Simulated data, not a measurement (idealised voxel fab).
This section sets out a process module, namely voxel transistor to metal.
Section shown: cut. Width: 215 nm. Cell size: 5 nm, square.
Heads up, the way a cross-section reads in here is a grid of square cells, handed over as bands from the top down, with every band being one or more rows of cells.
Basically the band line says how high the top is and how high the bottom is, in nm, and then what's in it from left to right, every material with its width in nm. Empty space shows up as "blank", and if a single material carries "full width" it runs the full band edge to edge.
Below 0: as-received wafer, all one material; heights counted from there. Lowest band: no bottom, goes on down, written "0 and below".
Read "30->40" as a graded width: first number on top, second number at the bottom, same change between each pair of neighbouring rows.
Where a step carries "nothing was modified", the cross-section came out of it unchanged, cell for cell.
Look at "Unvented voids" for the closed voids: empty spaces with no open path to the top, sized 8 cells or up. Each is width x height at distance, distance from the left edge, all nm.
Note: text after step settings on the step line = simulator remark on that step.
overlay nm: step with mask; distance mask lay right of planned place; negative value = left of planned place.
Layout of what follows: cross-section pairs, each bracketing one process step, the after cross-section shown only to the lowest band that changed, the step between and its settings noted under each pair. Pairs may originate in different runs of this module on the same starting wafer; a pair continues from the pair above only where its entry headed "Pre-step profile" says so.

Pre-step profile
	105 down to 85 | 50 resist | 15 blank | 80 resist | 15 blank | 55 resist
	85 down to 60 | 50 lowk | 15 blank | 80 lowk | 15 blank | 55 lowk
	60 down to 55 | SiCN full width
	55 down to 35 | 45 lowk | 5 SiCN | 20 W | 5 SiCN | 65 lowk | 5 SiCN | 20 W | 5 SiCN | 45 lowk
	35 down to 30 | 50 SiCN | 20 TiN | 75 SiCN | 20 TiN | 50 SiCN
	30 down to 25 | Ru full width
	25 down to 20 | 55 TiN | 10 Ru | 85 TiN | 10 Ru | 55 TiN
	20 down to 5 | 50 SiO2 | 5 TiN | 10 Ru | 5 TiN | 75 SiO2 | 5 TiN | 10 Ru | 5 TiN | 50 SiO2
	5 down to 0 | 50 SiO2 | 5 TiN | 10 Ru | 5 TiN | 10 SiO2 | 5 SiN | 5 HfO2 | 5 TiN | 25 W | 5 TiN | 5 HfO2 | 5 SiN | 10 SiO2 | 5 TiN | 10 Ru | 5 TiN | 50 SiO2
	0 down to -5 | 40 SiO2 | 5 SiN | 5 SiO2 | 5 TiN | 10 Ru | 5 TiN | 10 SiO2 | 5 SiN | 5 HfO2 | 35 TiN | 5 HfO2 | 5 SiN | 10 SiO2 | 5 TiN | 10 Ru | 5 TiN | 5 SiO2 | 5 SiN | 40 SiO2
	-5 down to -10 | 50 SiO2 | 20 TiN | 5 SiO2 | 5 pSi | 5 SiO2 | 45 HfO2 | 5 SiO2 | 5 pSi | 5 SiO2 | 20 TiN | 50 SiO2
	-10 down to -15 | 45 SiO2 | 35 pSi | 55 Si | 35 pSi | 45 SiO2
	-15 down to -45 | 45 SiO2 | 125 Si | 45 SiO2
	-45 and below | Si full width
	Unvented voids: none

Post-Process Section
	85 down to 60 | 50 lowk | 15 blank | 80 lowk | 15 blank | 55 lowk
	Whatever lies below 60 is exactly as it was before.
	Unvented voids: none
Intermediate step for the cross-sections above: STRIP with etch materials resist

Pre-step profile: the wafer arrives at this step looking as the after cross-section in the pair just above shows it.

Post-Process Section
	95 down to 85 | 50 aC | 15 blank | 80 aC | 15 blank | 55 aC
	85 down to 70 | 50 lowk | 15 blank | 80 lowk | 15 blank | 55 lowk
	70 down to 60 | 50 lowk | 15 aC | 80 lowk | 15 aC | 55 lowk
	Whatever lies below 60 is exactly as it was before.
	Unvented voids: none
Intermediate step for the cross-sections above: DIRECTIONAL_DEP with material aC, thk nm 10

Pre-step profile: the wafer arrives at this step looking as the after cross-section in the pair just above shows it.

Post-Process Section
	120 down to 95 | 50 resist | 20 blank | 75 resist | 20 blank | 50 resist
	Whatever lies below 95 is exactly as it was before.
	Unvented voids: none
Intermediate step for the cross-sections above: PATTERN with tone open, mask id METAL_2, material resist, width nm 20, pitch nm 95, thk nm 25, overlay nm 0

Pre-step profile: the wafer arrives at this step looking as the after cross-section in the pair just above shows it.

Post-Process Section
	110 down to 95 | 50 resist | 20 blank | 75 resist | 20 blank | 50 resist
	95 down to 85 | 50 aC | 20 blank | 75 aC | 20 blank | 50 aC
	85 down to 60 | 50 lowk | 15 blank | 80 lowk | 15 blank | 55 lowk
	Whatever lies below 60 is exactly as it was before.
	Unvented voids: none
Intermediate step for the cross-sections above: DIRECTIONAL_ETCH with etch materials aC, depth nm 10

Pre-step profile: the wafer arrives at this step looking as the after cross-section in the pair just above shows it.

Post-Process Section
	95 down to 85 | 50 aC | 20 blank | 75 aC | 20 blank | 50 aC
	Whatever lies below 85 is exactly as it was before.
	Unvented voids: none
Intermediate step for the cross-sections above: STRIP with etch materials resist

Pre-step profile: the wafer arrives at this step looking as the after cross-section in the pair just above shows it.

Post-Process Section
	95 down to 85 | 50 aC | 20 blank | 75 aC | 20 blank | 50 aC
	85 down to 70 | 50 lowk | 20 blank | 75 lowk | 20 blank | 50 lowk
	Whatever lies below 70 is exactly as it was before.
	Unvented voids: none
Intermediate step for the cross-sections above: DIRECTIONAL_ETCH with etch materials lowk, depth nm 15

Pre-step profile: the wafer arrives at this step looking as the after cross-section in the pair just above shows it.

Post-Process Section
	95 down to 85 | 50 aC | 20 blank | 75 aC | 20 blank | 50 aC
	85 down to 70 | 50 lowk | 20 blank | 75 lowk | 20 blank | 50 lowk
	70 down to 60 | 50 lowk | 15 blank | 80 lowk | 15 blank | 55 lowk
	60 down to 55 | 50 SiCN | 15 blank | 80 SiCN | 15 blank | 55 SiCN
	Whatever lies below 55 is exactly as it was before.
	Unvented voids: none
Intermediate step for the cross-sections above: DIRECTIONAL_ETCH with etch materials SiCN, depth nm 5

Pre-step profile: the wafer arrives at this step looking as the after cross-section in the pair just above shows it.

Post-Process Section
	85 down to 70 | 50 lowk | 20 blank | 75 lowk | 20 blank | 50 lowk
	Whatever lies below 70 is exactly as it was before.
	Unvented voids: none
Intermediate step for the cross-sections above: STRIP with etch materials aC

Pre-step profile: the wafer arrives at this step looking as the after cross-section in the pair just above shows it.

Post-Process Section
	90 down to 85 | 55 TiN | 10 blank | 85 TiN | 10 blank | 55 TiN
	85 down to 75 | 50 lowk | 5 TiN | 10 blank | 5 TiN | 75 lowk | 5 TiN | 10 blank | 5 TiN | 50 lowk
	75 down to 70 | 50 lowk | 5 TiN | 5 blank | 10 TiN | 75 lowk | 5 TiN | 5 blank | 10 TiN | 50 lowk
	70 down to 60 | 50 lowk | 5 TiN | 5 blank | 5 TiN | 80 lowk | 5 TiN | 5 blank | 5 TiN | 55 lowk
	60 down to 55 | 50 SiCN | 15 TiN | 80 SiCN | 15 TiN | 55 SiCN
	Whatever lies below 55 is exactly as it was before.
	Unvented voids: none
Intermediate step for the cross-sections above: CONFORMAL_DEP with material TiN, thk nm 5

Pre-step profile: the wafer arrives at this step looking as the after cross-section in the pair just above shows it.

Post-Process Section
	95 down to 90 | Ru full width
	90 down to 85 | 55 TiN | 10 Ru | 85 TiN | 10 Ru | 55 TiN
	85 down to 75 | 50 lowk | 5 TiN | 10 Ru | 5 TiN | 75 lowk | 5 TiN | 10 Ru | 5 TiN | 50 lowk
	75 down to 70 | 50 lowk | 5 TiN | 5 Ru | 10 TiN | 75 lowk | 5 TiN | 5 Ru | 10 TiN | 50 lowk
	70 down to 60 | 50 lowk | 5 TiN | 5 Ru | 5 TiN | 80 lowk | 5 TiN | 5 Ru | 5 TiN | 55 lowk
	Whatever lies below 60 is exactly as it was before.
	Unvented voids: none
Intermediate step for the cross-sections above: FILL_DEP with material Ru, thk nm 5

Pre-step profile: the wafer arrives at this step looking as the after cross-section in the pair just above shows it.

Post-Process Section
	85 down to 75 | 50 lowk | 5 TiN | 10 Ru | 5 TiN | 75 lowk | 5 TiN | 10 Ru | 5 TiN | 50 lowk
	Whatever lies below 75 is exactly as it was before.
	Unvented voids: none
Intermediate step for the cross-sections above: CMP with height nm 85

Pre-step profile: the wafer arrives at this step looking as the after cross-section in the pair just above shows it.

Post-Process Section
	90 down to 85 | SiCN full width
	Whatever lies below 85 is exactly as it was before.
	Unvented voids: none
Intermediate step for the cross-sections above: CONFORMAL_DEP with material SiCN, thk nm 5

Pre-step profile
	15 down to 0 | SiN full width
	0 down to -5 | SiO2 full width
	-5 and below | Si full width
	Unvented voids: none

Post-Process Section
	15 down to 0 | 45 blank | 125 SiN | 45 blank
	Whatever lies below 0 is exactly as it was before.
	Unvented voids: none
Intermediate step for the cross-sections above: MASKED_ETCH with tone cover, mask id ACTIVE, width nm 125, etch materials SiN, depth nm 15, overlay nm 0

Pre-step profile: the wafer arrives at this step looking as the after cross-section in the pair just above shows it.

Post-Process Section
	15 down to 0 | 45 blank | 125 SiN | 45 blank
	0 down to -5 | 40 blank | 135 SiO2 | 40 blank
	Whatever lies below -5 is exactly as it was before.
	Unvented voids: none
Intermediate step for the cross-sections above: MASKED_ETCH with tone cover, mask id ACTIVE, width nm 135, etch materials SiO2, depth nm 5, overlay nm 0

Pre-step profile: the wafer arrives at this step looking as the after cross-section in the pair just above shows it.

Post-Process Section
	15 down to 0 | 45 blank | 125 SiN | 45 blank
	0 down to -5 | 40 blank | 135 SiO2 | 40 blank
	-5 down to -40 | 40 blank | 135 Si | 40 blank
	Whatever lies below -40 is exactly as it was before.
	Unvented voids: none
Intermediate step for the cross-sections above: MASKED_ETCH with tone cover, mask id ACTIVE, width nm 135, etch materials Si, depth nm 35, overlay nm 0

Pre-step profile: the wafer arrives at this step looking as the after cross-section in the pair just above shows it.

Post-Process Section
	15 down to 0 | 45 blank | 125 SiN | 45 blank
	0 down to -5 | 40 blank | 135 SiO2 | 40 blank
	-5 down to -40 | 40 blank | 5 SiO2 | 125 Si | 5 SiO2 | 40 blank
	-40 down to -45 | 45 SiO2 | 125 Si | 45 SiO2
	Whatever lies below -45 is exactly as it was before.
	Unvented voids: none
Intermediate step for the cross-sections above: OXIDIZE with depth nm 5

Pre-step profile: the wafer arrives at this step looking as the after cross-section in the pair just above shows it.

Post-Process Section
	20 down to 15 | SiO2 full width
	15 down to 0 | 45 SiO2 | 125 SiN | 45 SiO2
	0 down to -5 | SiO2 full width
	-5 down to -45 | 45 SiO2 | 125 Si | 45 SiO2
	Whatever lies below -45 is exactly as it was before.
	Unvented voids: none
Intermediate step for the cross-sections above: FILL_DEP with material SiO2, thk nm 5

Pre-step profile: the wafer arrives at this step looking as the after cross-section in the pair just above shows it.

Post-Process Section
	15 down to 0 | 45 SiO2 | 125 SiN | 45 SiO2
	Whatever lies below 0 is exactly as it was before.
	Unvented voids: none
Intermediate step for the cross-sections above: CMP with height nm 15

Pre-step profile: the wafer arrives at this step looking as the after cross-section in the pair just above shows it.

Post-Process Section
	15 down to 5 | 45 blank | 125 SiN | 45 blank
	Whatever lies below 5 is exactly as it was before.
	Unvented voids: none
Intermediate step for the cross-sections above: SELECTIVE_ETCH with etch materials SiO2, depth nm 10

Pre-step profile: the wafer arrives at this step looking as the after cross-section in the pair just above shows it.

Post-Process Section
	5 down to 0 | 45 SiO2 | 125 blank | 45 SiO2
	Whatever lies below 0 is exactly as it was before.
	Unvented voids: none
Intermediate step for the cross-sections above: STRIP with etch materials SiN

Pre-step profile: the wafer arrives at this step looking as the after cross-section in the pair just above shows it.

Post-Process Section
	0 down to -5 | 40 SiO2 | 135 blank | 40 SiO2
	Whatever lies below -5 is exactly as it was before.
	Unvented voids: none
Intermediate step for the cross-sections above: SELECTIVE_ETCH with etch materials SiO2, depth nm 5

Pre-step profile: the wafer arrives at this step looking as the after cross-section in the pair just above shows it.

Post-Process Section
	0 down to -5 | 40 SiO2 | 135 blank | 40 SiO2
	-5 down to -10 | SiO2 full width
	Whatever lies below -10 is exactly as it was before.
	Unvented voids: none
Intermediate step for the cross-sections above: OXIDIZE with depth nm 5

Pre-step profile: the wafer arrives at this step looking as the after cross-section in the pair just above shows it.

Post-Process Section
	25 down to 20 | 40 polySi | 135 blank | 40 polySi
	20 down to 0 | polySi full width
	0 down to -5 | 40 SiO2 | 135 polySi | 40 SiO2
	Whatever lies below -5 is exactly as it was before.
	Unvented voids: none
Intermediate step for the cross-sections above: DIRECTIONAL_DEP with material polySi, thk nm 25

Pre-step profile: the wafer arrives at this step looking as the after cross-section in the pair just above shows it.

Post-Process Section
	35 down to 30 | 40 SiCN | 135 blank | 40 SiCN
	30 down to 25 | SiCN full width
	25 down to 20 | 40 polySi | 135 SiCN | 40 polySi
	Whatever lies below 20 is exactly as it was before.
	Unvented voids: none
Intermediate step for the cross-sections above: DIRECTIONAL_DEP with material SiCN, thk nm 10

Pre-step profile: the wafer arrives at this step looking as the after cross-section in the pair just above shows it.

Post-Process Section
	50 down to 35 | 90 blank | 35 resist | 90 blank
	35 down to 30 | 40 SiCN | 50 blank | 35 resist | 50 blank | 40 SiCN
	Whatever lies below 30 is exactly as it was before.
	Unvented voids: none
Intermediate step for the cross-sections above: PATTERN with tone cover, mask id GATE, material resist, width nm 35, thk nm 15, overlay nm 0

Pre-step profile: the wafer arrives at this step looking as the after cross-section in the pair just above shows it.

Post-Process Section
	50 down to 30 | 90 blank | 35 resist | 90 blank
	30 down to 25 | 90 blank | 35 SiCN | 90 blank
	25 down to 20 | 40 polySi | 50 blank | 35 SiCN | 50 blank | 40 polySi
	Whatever lies below 20 is exactly as it was before.
	Unvented voids: none
Intermediate step for the cross-sections above: DIRECTIONAL_ETCH with etch materials SiCN, depth nm 20

Pre-step profile: the wafer arrives at this step looking as the after cross-section in the pair just above shows it.

Post-Process Section
	50 down to 30 | 90 blank | 35 resist | 90 blank
	30 down to 20 | 90 blank | 35 SiCN | 90 blank
	20 down to 0 | 90 blank | 35 polySi | 90 blank
	0 down to -5 | 40 SiO2 | 50 blank | 35 polySi | 50 blank | 40 SiO2
	Whatever lies below -5 is exactly as it was before.
	Unvented voids: none
Intermediate step for the cross-sections above: DIRECTIONAL_ETCH with etch materials polySi, depth nm 35

Pre-step profile: the wafer arrives at this step looking as the after cross-section in the pair just above shows it.

Post-Process Section
	30 down to 20 | 90 blank | 35 SiCN | 90 blank
	Whatever lies below 20 is exactly as it was before.
	Unvented voids: none
Intermediate step for the cross-sections above: STRIP with etch materials resist

Pre-step profile: the wafer arrives at this step looking as the after cross-section in the pair just above shows it.

Post-Process Section
	35 down to 30 | 85 blank | 45 SiO2 | 85 blank
	30 down to 20 | 85 blank | 5 SiO2 | 35 SiCN | 5 SiO2 | 85 blank
	20 down to 5 | 85 blank | 5 SiO2 | 35 polySi | 5 SiO2 | 85 blank
	5 down to 0 | 45 SiO2 | 40 blank | 5 SiO2 | 35 polySi | 5 SiO2 | 40 blank | 45 SiO2
	0 down to -5 | 90 SiO2 | 35 polySi | 90 SiO2
	Whatever lies below -5 is exactly as it was before.
	Unvented voids: none
Intermediate step for the cross-sections above: CONFORMAL_DEP with material SiO2, thk nm 5

Pre-step profile: the wafer arrives at this step looking as the after cross-section in the pair just above shows it.

Post-Process Section
	30 down to 20 | 85 blank | 5 SiO2 | 35 SiCN | 5 SiO2 | 85 blank
	20 down to 0 | 85 blank | 5 SiO2 | 35 polySi | 5 SiO2 | 85 blank
	0 down to -5 | 45 SiO2 | 40 blank | 5 SiO2 | 35 polySi | 5 SiO2 | 40 blank | 45 SiO2
	Whatever lies below -5 is exactly as it was before.
	Unvented voids: none
Intermediate step for the cross-sections above: DIRECTIONAL_ETCH with etch materials SiO2, depth nm 5

Pre-step profile: the wafer arrives at this step looking as the after cross-section in the pair just above shows it.

Post-Process Section
	35 down to 30 | 80 blank | 55 SiN | 80 blank
	30 down to 20 | 80 blank | 5 SiN | 5 SiO2 | 35 SiCN | 5 SiO2 | 5 SiN | 80 blank
	20 down to 5 | 80 blank | 5 SiN | 5 SiO2 | 35 polySi | 5 SiO2 | 5 SiN | 80 blank
	5 down to 0 | 50 SiN | 30 blank | 5 SiN | 5 SiO2 | 35 polySi | 5 SiO2 | 5 SiN | 30 blank | 50 SiN
	0 down to -5 | 45 SiO2 | 40 SiN | 5 SiO2 | 35 polySi | 5 SiO2 | 40 SiN | 45 SiO2
	Whatever lies below -5 is exactly as it was before.
	Unvented voids: none
Intermediate step for the cross-sections above: CONFORMAL_DEP with material SiN, thk nm 5

Pre-step profile: the wafer arrives at this step looking as the after cross-section in the pair just above shows it.

Post-Process Section
	30 down to 20 | 80 blank | 5 SiN | 5 SiO2 | 35 SiCN | 5 SiO2 | 5 SiN | 80 blank
	20 down to 0 | 80 blank | 5 SiN | 5 SiO2 | 35 polySi | 5 SiO2 | 5 SiN | 80 blank
	0 down to -5 | 45 SiO2 | 5 SiN | 30 blank | 5 SiN | 5 SiO2 | 35 polySi | 5 SiO2 | 5 SiN | 30 blank | 5 SiN | 45 SiO2
	Whatever lies below -5 is exactly as it was before.
	Unvented voids: none
Intermediate step for the cross-sections above: DIRECTIONAL_ETCH with etch materials SiN, depth nm 5

Pre-step profile: the wafer arrives at this step looking as the after cross-section in the pair just above shows it.

Post-Process Section
	30 down to 25 | 80 blank | 5 SiN | 5 blank | 35 SiCN | 5 blank | 5 SiN | 80 blank
	25 down to 20 | 80 blank | 5 SiN | 5 SiO2 | 35 SiCN | 5 SiO2 | 5 SiN | 80 blank
	20 down to 0 | 80 blank | 5 SiN | 5 SiO2 | 35 polySi | 5 SiO2 | 5 SiN | 80 blank
	0 down to -5 | 45 blank | 5 SiN | 30 blank | 5 SiN | 5 SiO2 | 35 polySi | 5 SiO2 | 5 SiN | 30 blank | 5 SiN | 45 blank
	-5 down to -10 | 50 SiO2 | 30 blank | 55 SiO2 | 30 blank | 50 SiO2
	Whatever lies below -10 is exactly as it was before.
	Unvented voids: none
Intermediate step for the cross-sections above: DIRECTIONAL_ETCH with etch materials SiO2, depth nm 5

Pre-step profile: the wafer arrives at this step looking as the after cross-section in the pair just above shows it.

Post-Process Section
	30 down to 25 | 80 blank | 5 SiN | 5 blank | 35 SiCN | 5 blank | 5 SiN | 80 blank
	25 down to 20 | 80 blank | 5 SiN | 5 SiO2 | 35 SiCN | 5 SiO2 | 5 SiN | 80 blank
	20 down to 0 | 80 blank | 5 SiN | 5 SiO2 | 35 polySi | 5 SiO2 | 5 SiN | 80 blank
	0 down to -5 | 45 blank | 5 SiN | 30 blank | 5 SiN | 5 SiO2 | 35 polySi | 5 SiO2 | 5 SiN | 30 blank | 5 SiN | 45 blank
	-5 down to -10 | 50 SiO2 | 30 blank | 55 SiO2 | 30 blank | 50 SiO2
	-10 down to -15 | 45 SiO2 | 5 Si | 30 blank | 55 Si | 30 blank | 5 Si | 45 SiO2
	Whatever lies below -15 is exactly as it was before.
	Unvented voids: none
Intermediate step for the cross-sections above: DIRECTIONAL_ETCH with etch materials Si, depth nm 5

Pre-step profile: the wafer arrives at this step looking as the after cross-section in the pair just above shows it.

Post-Process Section
	30 down to 25 | 80 blank | 5 SiN | 5 blank | 35 SiCN | 5 blank | 5 SiN | 80 blank
	25 down to 20 | 80 blank | 5 SiN | 5 SiO2 | 35 SiCN | 5 SiO2 | 5 SiN | 80 blank
	20 down to 0 | 80 blank | 5 SiN | 5 SiO2 | 35 polySi | 5 SiO2 | 5 SiN | 80 blank
	0 down to -5 | 45 blank | 5 SiN | 30 blank | 5 SiN | 5 SiO2 | 35 polySi | 5 SiO2 | 5 SiN | 30 blank | 5 SiN | 45 blank
	-5 down to -10 | 50 SiO2 | 5 pSi | 20 blank | 5 pSi | 55 SiO2 | 5 pSi | 20 blank | 5 pSi | 50 SiO2
	-10 down to -15 | 45 SiO2 | 5 Si | 30 pSi | 55 Si | 30 pSi | 5 Si | 45 SiO2
	Whatever lies below -15 is exactly as it was before.
	Unvented voids: none
Intermediate step for the cross-sections above: EPI with material pSi, thk nm 5

Pre-step profile: the wafer arrives at this step looking as the after cross-section in the pair just above shows it.

Post-Process Section
	40 down to 30 | SiO2 full width
	30 down to 20 | 80 SiO2 | 5 SiN | 5 SiO2 | 35 SiCN | 5 SiO2 | 5 SiN | 80 SiO2
	20 down to 0 | 80 SiO2 | 5 SiN | 5 SiO2 | 35 polySi | 5 SiO2 | 5 SiN | 80 SiO2
	0 down to -5 | 45 SiO2 | 5 SiN | 30 SiO2 | 5 SiN | 5 SiO2 | 35 polySi | 5 SiO2 | 5 SiN | 30 SiO2 | 5 SiN | 45 SiO2
	-5 down to -10 | 50 SiO2 | 5 pSi | 20 SiO2 | 5 pSi | 55 SiO2 | 5 pSi | 20 SiO2 | 5 pSi | 50 SiO2
	Whatever lies below -10 is exactly as it was before.
	Unvented voids: none
Intermediate step for the cross-sections above: FILL_DEP with material SiO2, thk nm 10

Pre-step profile: the wafer arrives at this step looking as the after cross-section in the pair just above shows it.

Post-Process Section
	20 down to 0 | 80 SiO2 | 5 SiN | 5 SiO2 | 35 polySi | 5 SiO2 | 5 SiN | 80 SiO2
	Whatever lies below 0 is exactly as it was before.
	Unvented voids: none
Intermediate step for the cross-sections above: CMP with height nm 20

Pre-step profile: the wafer arrives at this step looking as the after cross-section in the pair just above shows it.

Post-Process Section
	20 down to 0 | 80 SiO2 | 5 SiN | 5 SiO2 | 35 blank | 5 SiO2 | 5 SiN | 80 SiO2
	0 down to -5 | 45 SiO2 | 5 SiN | 30 SiO2 | 5 SiN | 5 SiO2 | 35 blank | 5 SiO2 | 5 SiN | 30 SiO2 | 5 SiN | 45 SiO2
	Whatever lies below -5 is exactly as it was before.
	Unvented voids: none
Intermediate step for the cross-sections above: STRIP with etch materials polySi

Pre-step profile: the wafer arrives at this step looking as the after cross-section in the pair just above shows it.

Post-Process Section
	20 down to 15 | 80 blank | 5 SiN | 45 blank | 5 SiN | 80 blank
	15 down to 0 | 80 SiO2 | 5 SiN | 45 blank | 5 SiN | 80 SiO2
	0 down to -5 | 45 SiO2 | 5 SiN | 30 SiO2 | 5 SiN | 45 blank | 5 SiN | 30 SiO2 | 5 SiN | 45 SiO2
	-5 down to -10 | 50 SiO2 | 5 pSi | 20 SiO2 | 5 pSi | 5 SiO2 | 45 blank | 5 SiO2 | 5 pSi | 20 SiO2 | 5 pSi | 50 SiO2
	Whatever lies below -10 is exactly as it was before.
	Unvented voids: none
Intermediate step for the cross-sections above: SELECTIVE_ETCH with etch materials SiO2, depth nm 5

Pre-step profile: the wafer arrives at this step looking as the after cross-section in the pair just above shows it.

Post-Process Section
	25 down to 20 | 75 blank | 15 HfO2 | 35 blank | 15 HfO2 | 75 blank
	20 down to 15 | 80 HfO2 | 5 SiN | 5 HfO2 | 35 blank | 5 HfO2 | 5 SiN | 80 HfO2
	15 down to 0 | 80 SiO2 | 5 SiN | 5 HfO2 | 35 blank | 5 HfO2 | 5 SiN | 80 SiO2
	0 down to -5 | 45 SiO2 | 5 SiN | 30 SiO2 | 5 SiN | 5 HfO2 | 35 blank | 5 HfO2 | 5 SiN | 30 SiO2 | 5 SiN | 45 SiO2
	-5 down to -10 | 50 SiO2 | 5 pSi | 20 SiO2 | 5 pSi | 5 SiO2 | 45 HfO2 | 5 SiO2 | 5 pSi | 20 SiO2 | 5 pSi | 50 SiO2
	Whatever lies below -10 is exactly as it was before.
	Unvented voids: none
Intermediate step for the cross-sections above: CONFORMAL_DEP with material HfO2, thk nm 5

Pre-step profile: the wafer arrives at this step looking as the after cross-section in the pair just above shows it.

Post-Process Section
	30 down to 25 | 70 blank | 25 TiN | 25 blank | 25 TiN | 70 blank
	25 down to 20 | 75 TiN | 15 HfO2 | 5 TiN | 25 blank | 5 TiN | 15 HfO2 | 75 TiN
	20 down to 15 | 80 HfO2 | 5 SiN | 5 HfO2 | 5 TiN | 25 blank | 5 TiN | 5 HfO2 | 5 SiN | 80 HfO2
	15 down to 0 | 80 SiO2 | 5 SiN | 5 HfO2 | 5 TiN | 25 blank | 5 TiN | 5 HfO2 | 5 SiN | 80 SiO2
	0 down to -5 | 45 SiO2 | 5 SiN | 30 SiO2 | 5 SiN | 5 HfO2 | 35 TiN | 5 HfO2 | 5 SiN | 30 SiO2 | 5 SiN | 45 SiO2
	Whatever lies below -5 is exactly as it was before.
	Unvented voids: none
Intermediate step for the cross-sections above: CONFORMAL_DEP with material TiN, thk nm 5

Pre-step profile: the wafer arrives at this step looking as the after cross-section in the pair just above shows it.

Post-Process Section
	35 down to 30 | W full width
	30 down to 25 | 70 W | 25 TiN | 25 W | 25 TiN | 70 W
	25 down to 20 | 75 TiN | 15 HfO2 | 5 TiN | 25 W | 5 TiN | 15 HfO2 | 75 TiN
	20 down to 15 | 80 HfO2 | 5 SiN | 5 HfO2 | 5 TiN | 25 W | 5 TiN | 5 HfO2 | 5 SiN | 80 HfO2
	15 down to 0 | 80 SiO2 | 5 SiN | 5 HfO2 | 5 TiN | 25 W | 5 TiN | 5 HfO2 | 5 SiN | 80 SiO2
	Whatever lies below 0 is exactly as it was before.
	Unvented voids: none
Intermediate step for the cross-sections above: FILL_DEP with material W, thk nm 5

Pre-step profile: the wafer arrives at this step looking as the after cross-section in the pair just above shows it.

Post-Process Section
	15 down to 0 | 80 SiO2 | 5 SiN | 5 HfO2 | 5 TiN | 25 W | 5 TiN | 5 HfO2 | 5 SiN | 80 SiO2
	Whatever lies below 0 is exactly as it was before.
	Unvented voids: none
Intermediate step for the cross-sections above: CMP with height nm 15

Pre-step profile: the wafer arrives at this step looking as the after cross-section in the pair just above shows it.

Post-Process Section
	30 down to 15 | SiO2 full width
	Whatever lies below 15 is exactly as it was before.
	Unvented voids: none
Intermediate step for the cross-sections above: DIRECTIONAL_DEP with material SiO2, thk nm 15

Pre-step profile: the wafer arrives at this step looking as the after cross-section in the pair just above shows it.

Post-Process Section
	30 down to 15 | 50 SiO2 | 20 blank | 75 SiO2 | 20 blank | 50 SiO2
	15 down to 0 | 50 SiO2 | 20 blank | 10 SiO2 | 5 SiN | 5 HfO2 | 5 TiN | 25 W | 5 TiN | 5 HfO2 | 5 SiN | 10 SiO2 | 20 blank | 50 SiO2
	0 down to -5 | 45 SiO2 | 5 SiN | 20 blank | 10 SiO2 | 5 SiN | 5 HfO2 | 35 TiN | 5 HfO2 | 5 SiN | 10 SiO2 | 20 blank | 5 SiN | 45 SiO2
	-5 down to -10 | 50 SiO2 | 5 pSi | 15 blank | 5 SiO2 | 5 pSi | 5 SiO2 | 45 HfO2 | 5 SiO2 | 5 pSi | 5 SiO2 | 15 blank | 5 pSi | 50 SiO2
	Whatever lies below -10 is exactly as it was before.
	Unvented voids: none
Intermediate step for the cross-sections above: MASKED_ETCH with tone open, mask id CONTACT, width nm 20, pitch nm 95, etch materials SiO2, depth nm 40, overlay nm 0

Pre-step profile: the wafer arrives at this step looking as the after cross-section in the pair just above shows it.

Post-Process Section
	35 down to 30 | 55 TiN | 10 blank | 85 TiN | 10 blank | 55 TiN
	30 down to 15 | 50 SiO2 | 5 TiN | 10 blank | 5 TiN | 75 SiO2 | 5 TiN | 10 blank | 5 TiN | 50 SiO2
	15 down to 0 | 50 SiO2 | 5 TiN | 10 blank | 5 TiN | 10 SiO2 | 5 SiN | 5 HfO2 | 5 TiN | 25 W | 5 TiN | 5 HfO2 | 5 SiN | 10 SiO2 | 5 TiN | 10 blank | 5 TiN | 50 SiO2
	0 down to -5 | 45 SiO2 | 5 SiN | 10 TiN | 5 blank | 5 TiN | 10 SiO2 | 5 SiN | 5 HfO2 | 35 TiN | 5 HfO2 | 5 SiN | 10 SiO2 | 5 TiN | 5 blank | 10 TiN | 5 SiN | 45 SiO2
	-5 down to -10 | 50 SiO2 | 5 pSi | 15 TiN | 5 SiO2 | 5 pSi | 5 SiO2 | 45 HfO2 | 5 SiO2 | 5 pSi | 5 SiO2 | 15 TiN | 5 pSi | 50 SiO2
	Whatever lies below -10 is exactly as it was before.
	Unvented voids: none
Intermediate step for the cross-sections above: CONFORMAL_DEP with material TiN, thk nm 5

Pre-step profile: the wafer arrives at this step looking as the after cross-section in the pair just above shows it.

Post-Process Section
	45 down to 35 | Ru full width
	35 down to 30 | 55 TiN | 10 Ru | 85 TiN | 10 Ru | 55 TiN
	30 down to 15 | 50 SiO2 | 5 TiN | 10 Ru | 5 TiN | 75 SiO2 | 5 TiN | 10 Ru | 5 TiN | 50 SiO2
	15 down to 0 | 50 SiO2 | 5 TiN | 10 Ru | 5 TiN | 10 SiO2 | 5 SiN | 5 HfO2 | 5 TiN | 25 W | 5 TiN | 5 HfO2 | 5 SiN | 10 SiO2 | 5 TiN | 10 Ru | 5 TiN | 50 SiO2
	0 down to -5 | 45 SiO2 | 5 SiN | 10 TiN | 5 Ru | 5 TiN | 10 SiO2 | 5 SiN | 5 HfO2 | 35 TiN | 5 HfO2 | 5 SiN | 10 SiO2 | 5 TiN | 5 Ru | 10 TiN | 5 SiN | 45 SiO2
	Whatever lies below -5 is exactly as it was before.
	Unvented voids: none
Intermediate step for the cross-sections above: FILL_DEP with material Ru, thk nm 10

Pre-step profile: the wafer arrives at this step looking as the after cross-section in the pair just above shows it.

Post-Process Section
	30 down to 15 | 50 SiO2 | 5 TiN | 10 Ru | 5 TiN | 75 SiO2 | 5 TiN | 10 Ru | 5 TiN | 50 SiO2
	Whatever lies below 15 is exactly as it was before.
	Unvented voids: none
Intermediate step for the cross-sections above: CMP with height nm 30

Pre-step profile: the wafer arrives at this step looking as the after cross-section in the pair just above shows it.

Post-Process Section
	35 down to 30 | TiN full width
	Whatever lies below 30 is exactly as it was before.
	Unvented voids: none
Intermediate step for the cross-sections above: DIRECTIONAL_DEP with material TiN, thk nm 5

Pre-step profile: the wafer arrives at this step looking as the after cross-section in the pair just above shows it.

Post-Process Section
	55 down to 35 | W full width
	Whatever lies below 35 is exactly as it was before.
	Unvented voids: none
Intermediate step for the cross-sections above: DIRECTIONAL_DEP with material W, thk nm 20

Pre-step profile: the wafer arrives at this step looking as the after cross-section in the pair just above shows it.

Post-Process Section
	70 down to 55 | 50 blank | 20 resist | 75 blank | 20 resist | 50 blank
	Whatever lies below 55 is exactly as it was before.
	Unvented voids: none
Intermediate step for the cross-sections above: PATTERN with tone cover, mask id METAL_1, material resist, width nm 20, pitch nm 95, thk nm 15, overlay nm 0
